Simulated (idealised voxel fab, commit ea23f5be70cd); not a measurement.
Process module under the name voxel trench capacitor
Square cell edge 5 nm, section width 225 nm, ID cut.
Bands, listed from the top down, are how a cross-section gets written in this document; the cross-section itself is a grid of square cells, and a band is one or more rows of them.
Each band's line starts with the height of the band's top and of its bottom, in nm. Then come its materials from left to right, each with its width in nm. One material with "everywhere" fills the band from edge to edge. "empty" is empty space.
Measure heights from 0. That's the level where, below it, the as-received wafer is all one material. The lowest band is bottomless and extends downward; write it as in "0 -> down".
Top row gets the first number, bottom row gets the second, and each row in between changes by the same step: that is how a band width like "30..40" works.
When a step is marked "no alteration", none of the cells in the cross-section changed during that step.
Heads up: "Listed closed voids" only lists the empty pockets with no open path to the top that are 8 cells or more, and it writes them as width x height at distance, distance from the left edge, in nm.
That trailing text on a step's line, after the settings, is the simulator's own remark on the step.
For masked steps, "overlay nm" on the step line gives how far right of plan the mask actually lay; a minus sign means it lay to the left.

Steps planned for the process
1. RECEIVE: material Si
2. CONFORMAL_DEP: material SiN, thk nm 10
3. PATTERN: tone open, mask id TRENCH, material resist, width nm 25, pitch nm 50, thk nm 20, overlay nm 0
4. DIRECTIONAL_ETCH: etch materials SiN, depth nm 10
5. DIRECTIONAL_ETCH: etch materials Si, depth nm 30
6. STRIP: etch materials resist
7. CONFORMAL_DEP: material Al2O3, thk nm 5
8. FILL_DEP: material polySi, thk nm 10
9. CMP: height nm 10

Wafer at receipt (post step 1), cross-section
> 0 -> down | Si everywhere
> Listed closed voids: none

Same starting wafer, same plan as above, one mistake in the execution; this is the cross-section at the end of the module
> 10 -> 0 | SiN (55)  Al2O3 (5)  polySi (10)  Al2O3 (5)  SiN (30)  Al2O3 (5)  polySi (10)  Al2O3 (5)  SiN (30)  Al2O3 (5)  polySi (10)  Al2O3 (5)  SiN (50)
> 0 -> -25 | Si (55)  Al2O3 (5)  polySi (10)  Al2O3 (5)  Si (30)  Al2O3 (5)  polySi (10)  Al2O3 (5)  Si (30)  Al2O3 (5)  polySi (10)  Al2O3 (5)  Si (50)
> -25 -> -30 | Si (55)  Al2O3 (20)  Si (30)  Al2O3 (20)  Si (30)  Al2O3 (20)  Si (50)
> -30 -> down | Si everywhere
> Listed closed voids: none
Short version of what went wrong: it should be noted that step 3 was executed with settings other than those planned, the operation and settings actually applied being PATTERN: tone open, mask id TRENCH, material resist, width nm 20, pitch nm 50, thk nm 20, overlay nm 0
